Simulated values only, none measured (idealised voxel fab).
process module | voxel transistor to metal
cross-section cut | 165 nm wide | cells 5 nm
A cross-section is a grid of square cells, given in bands from the top down. A band is one or more rows of cells.
Each band's line starts with the height of the band's top and of its bottom, in nm. Then come its materials from left to right, each with its width in nm. One material with "throughout" fills the band from edge to edge. "air" is empty space.
Height 0 is the level under which the wafer as received is all one material. The lowest band goes on downwards, as in "0 down".
A width such as "30 to 40" changes by the same amount from each row of cells to the next, from the band's top row to its bottom row.
"no change" after a step means that no cell of the cross-section changed.
closed voids: empty space of 8 cells or more with no open way to the top, each as width x height at its distance from the left edge, in nm
after a step's settings: what the simulator itself notes on the step
overlay nm, on a step with a mask: how far to the right of its planned place the mask lay; to the left if negative
plan
1 op RECEIVE | material Si
2 op OXIDIZE | depth nm 5
3 op CONFORMAL_DEP | material SiN | thk nm 10
4 op MASKED_ETCH | tone cover | mask id ACTIVE | width nm 105 | etch materials SiN | depth nm 10 | overlay nm 0
5 op MASKED_ETCH | tone cover | mask id ACTIVE | width nm 105 | etch materials SiO2 | depth nm 5 | overlay nm 0
6 op MASKED_ETCH | tone cover | mask id ACTIVE | width nm 105 | etch materials Si | depth nm 35 | overlay nm 0
7 op FILL_DEP | material SiO2 | thk nm 10
8 op CMP | height nm 10
9 op SELECTIVE_ETCH | etch materials SiO2 | depth nm 5
10 op STRIP | etch materials SiN
11 op SELECTIVE_ETCH | etch materials SiO2 | depth nm 5
12 op OXIDIZE | depth nm 5
13 op DIRECTIONAL_DEP | material polySi | thk nm 20
14 op DIRECTIONAL_DEP | material SiCN | thk nm 10
15 op PATTERN | tone cover | mask id GATE | material resist | width nm 25 | thk nm 20 | overlay nm 0
16 op DIRECTIONAL_ETCH | etch materials SiCN | depth nm 20
17 op DIRECTIONAL_ETCH | etch materials polySi | depth nm 30
18 op STRIP | etch materials resist
19 op CONFORMAL_DEP | material SiN | thk nm 10
20 op DIRECTIONAL_ETCH | etch materials SiN | depth nm 10
21 op DIRECTIONAL_ETCH | etch materials SiO2 | depth nm 5
22 op DIRECTIONAL_ETCH | etch materials Si | depth nm 5
23 op EPI | material nSi | thk nm 10
24 op FILL_DEP | material SiO2 | thk nm 5
25 op CMP | height nm 25
26 op DIRECTIONAL_DEP | material SiO2 | thk nm 15
27 op MASKED_ETCH | tone open | mask id CONTACT | width nm 30 | pitch nm 65 | etch materials SiO2 | depth nm 45 | overlay nm 0
28 op CONFORMAL_DEP | material TiN | thk nm 5
29 op FILL_DEP | material Ru | thk nm 5
30 op CMP | height nm 40
31 op DIRECTIONAL_DEP | material TiN | thk nm 5
32 op DIRECTIONAL_DEP | material W | thk nm 15
33 op DIRECTIONAL_DEP | material aC | thk nm 15
34 op PATTERN | tone cover | mask id METAL_1 | material resist | width nm 20 | pitch nm 75 | thk nm 30 | overlay nm 0
35 op DIRECTIONAL_ETCH | etch materials aC | depth nm 15
36 op STRIP | etch materials resist
37 op DIRECTIONAL_ETCH | etch materials W | depth nm 15
38 op DIRECTIONAL_ETCH | etch materials TiN | depth nm 5
39 op STRIP | etch materials aC
40 op FILL_DEP | material lowk | thk nm 5
41 op CMP | height nm 60
42 op CONFORMAL_DEP | material SiCN | thk nm 5
43 op DIRECTIONAL_DEP | material SiO2 | thk nm 30
44 op MASKED_ETCH | tone open | mask id METAL_2 | width nm 20 | pitch nm 75 | etch materials SiO2 | depth nm 15 | overlay nm 0
45 op MASKED_ETCH | tone open | mask id METAL_2_HOLES | width nm 15 | pitch nm 75 | etch materials SiO2 | depth nm 15 | overlay nm 0
46 op MASKED_ETCH | tone open | mask id METAL_2_HOLES | width nm 15 | pitch nm 75 | etch materials SiCN | depth nm 5 | overlay nm 0
47 op CONFORMAL_DEP | material TiN | thk nm 5
48 op FILL_DEP | material Cu | thk nm 5
49 op CMP | height nm 95
50 op CONFORMAL_DEP | material SiN | thk nm 5
first wafer, as planned
as received, after step 1
  0 down: Si throughout
  closed voids: none
after step 2
  0 to -5: SiO2 throughout
  below -5: unchanged
after step 3
  10 to 0: SiN throughout
  below 0: unchanged
after step 4
  10 to 0: air 30 | SiN 105 | air 30
  below 0: unchanged
after step 5
  10 to 0: air 30 | SiN 105 | air 30
  0 to -5: air 30 | SiO2 105 | air 30
  below -5: unchanged
after step 6
  10 to 0: air 30 | SiN 105 | air 30
  0 to -5: air 30 | SiO2 105 | air 30
  -5 to -40: air 30 | Si 105 | air 30
  below -40: unchanged
after step 7
  20 to 10: SiO2 throughout
  10 to 0: SiO2 30 | SiN 105 | SiO2 30
  0 to -5: SiO2 throughout
  -5 to -40: SiO2 30 | Si 105 | SiO2 30
  below -40: unchanged
after step 8
  10 to 0: SiO2 30 | SiN 105 | SiO2 30
  below 0: unchanged
after step 9
  10 to 5: air 30 | SiN 105 | air 30
  below 5: unchanged
after step 10
  5 to 0: SiO2 30 | air 105 | SiO2 30
  below 0: unchanged
after step 11
  0 to -5: SiO2 25 | air 115 | SiO2 25
  below -5: unchanged
after step 12
  0 to -5: SiO2 25 | air 115 | SiO2 25
  -5 to -10: SiO2 throughout
  below -10: unchanged
after step 13
  20 to 15: polySi 25 | air 115 | polySi 25
  15 to 0: polySi throughout
  0 to -5: SiO2 25 | polySi 115 | SiO2 25
  below -5: unchanged
after step 14
  30 to 25: SiCN 25 | air 115 | SiCN 25
  25 to 20: SiCN throughout
  20 to 15: polySi 25 | SiCN 115 | polySi 25
  below 15: unchanged
after step 15
  50 to 30: air 70 | resist 25 | air 70
  30 to 25: SiCN 25 | air 45 | resist 25 | air 45 | SiCN 25
  below 25: unchanged
after step 16
  50 to 25: air 70 | resist 25 | air 70
  25 to 20: air 70 | SiCN 25 | air 70
  20 to 15: polySi 25 | air 45 | SiCN 25 | air 45 | polySi 25
  below 15: unchanged
after step 17
  50 to 25: air 70 | resist 25 | air 70
  25 to 15: air 70 | SiCN 25 | air 70
  15 to 0: air 70 | polySi 25 | air 70
  0 to -5: SiO2 25 | air 45 | polySi 25 | air 45 | SiO2 25
  below -5: unchanged
after step 18
  25 to 15: air 70 | SiCN 25 | air 70
  below 15: unchanged
after step 19
  35 to 25: air 60 | SiN 45 | air 60
  25 to 15: air 60 | SiN 10 | SiCN 25 | SiN 10 | air 60
  15 to 10: air 60 | SiN 10 | polySi 25 | SiN 10 | air 60
  10 to 5: SiN 35 | air 25 | SiN 10 | polySi 25 | SiN 10 | air 25 | SiN 35
  5 to 0: SiN 70 | polySi 25 | SiN 70
  0 to -5: SiO2 25 | SiN 45 | polySi 25 | SiN 45 | SiO2 25
  below -5: unchanged
after step 20
  25 to 15: air 60 | SiN 10 | SiCN 25 | SiN 10 | air 60
  15 to 0: air 60 | SiN 10 | polySi 25 | SiN 10 | air 60
  0 to -5: SiO2 25 | SiN 10 | air 25 | SiN 10 | polySi 25 | SiN 10 | air 25 | SiN 10 | SiO2 25
  below -5: unchanged
after step 21
  25 to 15: air 60 | SiN 10 | SiCN 25 | SiN 10 | air 60
  15 to 0: air 60 | SiN 10 | polySi 25 | SiN 10 | air 60
  0 to -5: air 25 | SiN 10 | air 25 | SiN 10 | polySi 25 | SiN 10 | air 25 | SiN 10 | air 25
  -5 to -10: SiO2 35 | air 25 | SiO2 45 | air 25 | SiO2 35
  below -10: unchanged
after step 22
  25 to 15: air 60 | SiN 10 | SiCN 25 | SiN 10 | air 60
  15 to 0: air 60 | SiN 10 | polySi 25 | SiN 10 | air 60
  0 to -5: air 25 | SiN 10 | air 25 | SiN 10 | polySi 25 | SiN 10 | air 25 | SiN 10 | air 25
  -5 to -10: SiO2 35 | air 25 | SiO2 45 | air 25 | SiO2 35
  -10 to -15: SiO2 30 | Si 5 | air 25 | Si 45 | air 25 | Si 5 | SiO2 30
  below -15: unchanged
after step 23
  25 to 15: air 60 | SiN 10 | SiCN 25 | SiN 10 | air 60
  15 to 0: air 60 | SiN 10 | polySi 25 | SiN 10 | air 60
  0 to -5: air 25 | SiN 10 | nSi 10 | air 5 | nSi 10 | SiN 10 | polySi 25 | SiN 10 | nSi 10 | air 5 | nSi 10 | SiN 10 | air 25
  -5 to -10: SiO2 35 | nSi 25 | SiO2 45 | nSi 25 | SiO2 35
  -10 to -15: SiO2 30 | Si 5 | nSi 25 | Si 45 | nSi 25 | Si 5 | SiO2 30
  below -15: unchanged
after step 24
  30 to 25: SiO2 throughout
  25 to 15: SiO2 60 | SiN 10 | SiCN 25 | SiN 10 | SiO2 60
  15 to 0: SiO2 60 | SiN 10 | polySi 25 | SiN 10 | SiO2 60
  0 to -5: SiO2 25 | SiN 10 | nSi 10 | SiO2 5 | nSi 10 | SiN 10 | polySi 25 | SiN 10 | nSi 10 | SiO2 5 | nSi 10 | SiN 10 | SiO2 25
  below -5: unchanged
after step 25
  25 to 15: SiO2 60 | SiN 10 | SiCN 25 | SiN 10 | SiO2 60
  below 15: unchanged
after step 26
  40 to 25: SiO2 throughout
  below 25: unchanged
after step 27
  40 to 25: SiO2 35 | air 30 | SiO2 35 | air 30 | SiO2 35
  25 to 15: SiO2 35 | air 25 | SiN 10 | SiCN 25 | SiN 10 | air 25 | SiO2 35
  15 to 0: SiO2 35 | air 25 | SiN 10 | polySi 25 | SiN 10 | air 25 | SiO2 35
  0 to -5: SiO2 25 | SiN 10 | nSi 10 | air 5 | nSi 10 | SiN 10 | polySi 25 | SiN 10 | nSi 10 | air 5 | nSi 10 | SiN 10 | SiO2 25
  below -5: unchanged
after step 28
  45 to 40: TiN 40 | air 20 | TiN 45 | air 20 | TiN 40
  40 to 30: SiO2 35 | TiN 5 | air 20 | TiN 5 | SiO2 35 | TiN 5 | air 20 | TiN 5 | SiO2 35
  30 to 25: SiO2 35 | TiN 5 | air 15 | TiN 10 | SiO2 35 | TiN 10 | air 15 | TiN 5 | SiO2 35
  25 to 15: SiO2 35 | TiN 5 | air 15 | TiN 5 | SiN 10 | SiCN 25 | SiN 10 | TiN 5 | air 15 | TiN 5 | SiO2 35
  15 to 5: SiO2 35 | TiN 5 | air 15 | TiN 5 | SiN 10 | polySi 25 | SiN 10 | TiN 5 | air 15 | TiN 5 | SiO2 35
  5 to 0: SiO2 35 | TiN 25 | SiN 10 | polySi 25 | SiN 10 | TiN 25 | SiO2 35
  0 to -5: SiO2 25 | SiN 10 | nSi 10 | TiN 5 | nSi 10 | SiN 10 | polySi 25 | SiN 10 | nSi 10 | TiN 5 | nSi 10 | SiN 10 | SiO2 25
  below -5: unchanged
after step 29
  50 to 45: Ru throughout
  45 to 40: TiN 40 | Ru 20 | TiN 45 | Ru 20 | TiN 40
  40 to 30: SiO2 35 | TiN 5 | Ru 20 | TiN 5 | SiO2 35 | TiN 5 | Ru 20 | TiN 5 | SiO2 35
  30 to 25: SiO2 35 | TiN 5 | Ru 15 | TiN 10 | SiO2 35 | TiN 10 | Ru 15 | TiN 5 | SiO2 35
  25 to 15: SiO2 35 | TiN 5 | Ru 15 | TiN 5 | SiN 10 | SiCN 25 | SiN 10 | TiN 5 | Ru 15 | TiN 5 | SiO2 35
  15 to 5: SiO2 35 | TiN 5 | Ru 15 | TiN 5 | SiN 10 | polySi 25 | SiN 10 | TiN 5 | Ru 15 | TiN 5 | SiO2 35
  below 5: unchanged
after step 30
  40 to 30: SiO2 35 | TiN 5 | Ru 20 | TiN 5 | SiO2 35 | TiN 5 | Ru 20 | TiN 5 | SiO2 35
  below 30: unchanged
after step 31
  45 to 40: TiN throughout
  below 40: unchanged
after step 32
  60 to 45: W throughout
  below 45: unchanged
after step 33
  75 to 60: aC throughout
  below 60: unchanged
after step 34
  105 to 75: air 35 | resist 20 | air 55 | resist 20 | air 35
  below 75: unchanged
after step 35
  90 to 75: air 35 | resist 20 | air 55 | resist 20 | air 35
  75 to 60: air 35 | aC 20 | air 55 | aC 20 | air 35
  below 60: unchanged
after step 36
  75 to 60: air 35 | aC 20 | air 55 | aC 20 | air 35
  below 60: unchanged
after step 37
  75 to 60: air 35 | aC 20 | air 55 | aC 20 | air 35
  60 to 45: air 35 | W 20 | air 55 | W 20 | air 35
  below 45: unchanged
after step 38
  75 to 60: air 35 | aC 20 | air 55 | aC 20 | air 35
  60 to 45: air 35 | W 20 | air 55 | W 20 | air 35
  45 to 40: air 35 | TiN 20 | air 55 | TiN 20 | air 35
  below 40: unchanged
after step 39
  60 to 45: air 35 | W 20 | air 55 | W 20 | air 35
  below 45: unchanged
after step 40
  65 to 60: lowk throughout
  60 to 45: lowk 35 | W 20 | lowk 55 | W 20 | lowk 35
  45 to 40: lowk 35 | TiN 20 | lowk 55 | TiN 20 | lowk 35
  below 40: unchanged
after step 41
  60 to 45: lowk 35 | W 20 | lowk 55 | W 20 | lowk 35
  below 45: unchanged
after step 42
  65 to 60: SiCN throughout
  below 60: unchanged
after step 43
  95 to 65: SiO2 throughout
  below 65: unchanged
after step 44
  95 to 80: SiO2 35 | air 20 | SiO2 55 | air 20 | SiO2 35
  below 80: unchanged
after step 45
  95 to 80: SiO2 35 | air 20 | SiO2 55 | air 20 | SiO2 35
  80 to 65: SiO2 35 | air 15 | SiO2 60 | air 15 | SiO2 40
  below 65: unchanged
after step 46
  95 to 80: SiO2 35 | air 20 | SiO2 55 | air 20 | SiO2 35
  80 to 65: SiO2 35 | air 15 | SiO2 60 | air 15 | SiO2 40
  65 to 60: SiCN 35 | air 15 | SiCN 60 | air 15 | SiCN 40
  below 60: unchanged
after step 47
  100 to 95: TiN 40 | air 10 | TiN 65 | air 10 | TiN 40
  95 to 85: SiO2 35 | TiN 5 | air 10 | TiN 5 | SiO2 55 | TiN 5 | air 10 | TiN 5 | SiO2 35
  85 to 80: SiO2 35 | TiN 5 | air 5 | TiN 10 | SiO2 55 | TiN 5 | air 5 | TiN 10 | SiO2 35
  80 to 65: SiO2 35 | TiN 5 | air 5 | TiN 5 | SiO2 60 | TiN 5 | air 5 | TiN 5 | SiO2 40
  65 to 60: SiCN 35 | TiN 15 | SiCN 60 | TiN 15 | SiCN 40
  below 60: unchanged
after step 48
  105 to 100: Cu throughout
  100 to 95: TiN 40 | Cu 10 | TiN 65 | Cu 10 | TiN 40
  95 to 85: SiO2 35 | TiN 5 | Cu 10 | TiN 5 | SiO2 55 | TiN 5 | Cu 10 | TiN 5 | SiO2 35
  85 to 80: SiO2 35 | TiN 5 | Cu 5 | TiN 10 | SiO2 55 | TiN 5 | Cu 5 | TiN 10 | SiO2 35
  80 to 65: SiO2 35 | TiN 5 | Cu 5 | TiN 5 | SiO2 60 | TiN 5 | Cu 5 | TiN 5 | SiO2 40
  below 65: unchanged
after step 49
  95 to 85: SiO2 35 | TiN 5 | Cu 10 | TiN 5 | SiO2 55 | TiN 5 | Cu 10 | TiN 5 | SiO2 35
  below 85: unchanged
after step 50
  100 to 95: SiN throughout
  below 95: unchanged
second wafer: like start, like plan, one mistake. Through step 40 it matches the first wafer
when step 41 should have ended
  55 to 45: lowk 35 | W 20 | lowk 55 | W 20 | lowk 35
  below 45: unchanged
when step 42 should have ended
  60 to 55: SiCN throughout
  below 55: unchanged
when step 43 should have ended
  90 to 60: SiO2 throughout
  below 60: unchanged
when step 44 should have ended
  90 to 75: SiO2 35 | air 20 | SiO2 55 | air 20 | SiO2 35
  below 75: unchanged
when step 45 should have ended
  90 to 75: SiO2 35 | air 20 | SiO2 55 | air 20 | SiO2 35
  75 to 60: SiO2 35 | air 15 | SiO2 60 | air 15 | SiO2 40
  below 60: unchanged
when step 46 should have ended
  90 to 75: SiO2 35 | air 20 | SiO2 55 | air 20 | SiO2 35
  75 to 60: SiO2 35 | air 15 | SiO2 60 | air 15 | SiO2 40
  60 to 55: SiCN 35 | air 15 | SiCN 60 | air 15 | SiCN 40
  below 55: unchanged
when step 47 should have ended
  95 to 90: TiN 40 | air 10 | TiN 65 | air 10 | TiN 40
  90 to 80: SiO2 35 | TiN 5 | air 10 | TiN 5 | SiO2 55 | TiN 5 | air 10 | TiN 5 | SiO2 35
  80 to 75: SiO2 35 | TiN 5 | air 5 | TiN 10 | SiO2 55 | TiN 5 | air 5 | TiN 10 | SiO2 35
  75 to 60: SiO2 35 | TiN 5 | air 5 | TiN 5 | SiO2 60 | TiN 5 | air 5 | TiN 5 | SiO2 40
  60 to 55: SiCN 35 | TiN 15 | SiCN 60 | TiN 15 | SiCN 40
  below 55: unchanged
when step 48 should have ended
  100 to 95: Cu throughout
  95 to 90: TiN 40 | Cu 10 | TiN 65 | Cu 10 | TiN 40
  90 to 80: SiO2 35 | TiN 5 | Cu 10 | TiN 5 | SiO2 55 | TiN 5 | Cu 10 | TiN 5 | SiO2 35
  80 to 75: SiO2 35 | TiN 5 | Cu 5 | TiN 10 | SiO2 55 | TiN 5 | Cu 5 | TiN 10 | SiO2 35
  75 to 60: SiO2 35 | TiN 5 | Cu 5 | TiN 5 | SiO2 60 | TiN 5 | Cu 5 | TiN 5 | SiO2 40
  below 60: unchanged
when step 49 should have ended
  95 to 90: TiN 40 | Cu 10 | TiN 65 | Cu 10 | TiN 40
  below 90: unchanged
when step 50 should have ended
  100 to 95: SiN throughout
  below 95: unchanged
what went wrong: step 41 ran as: op CMP | height nm 55
at the end the second wafer has, in cells: 4 more of Cu | 29 more of TiN | 8 fewer of W | 25 fewer of lowk
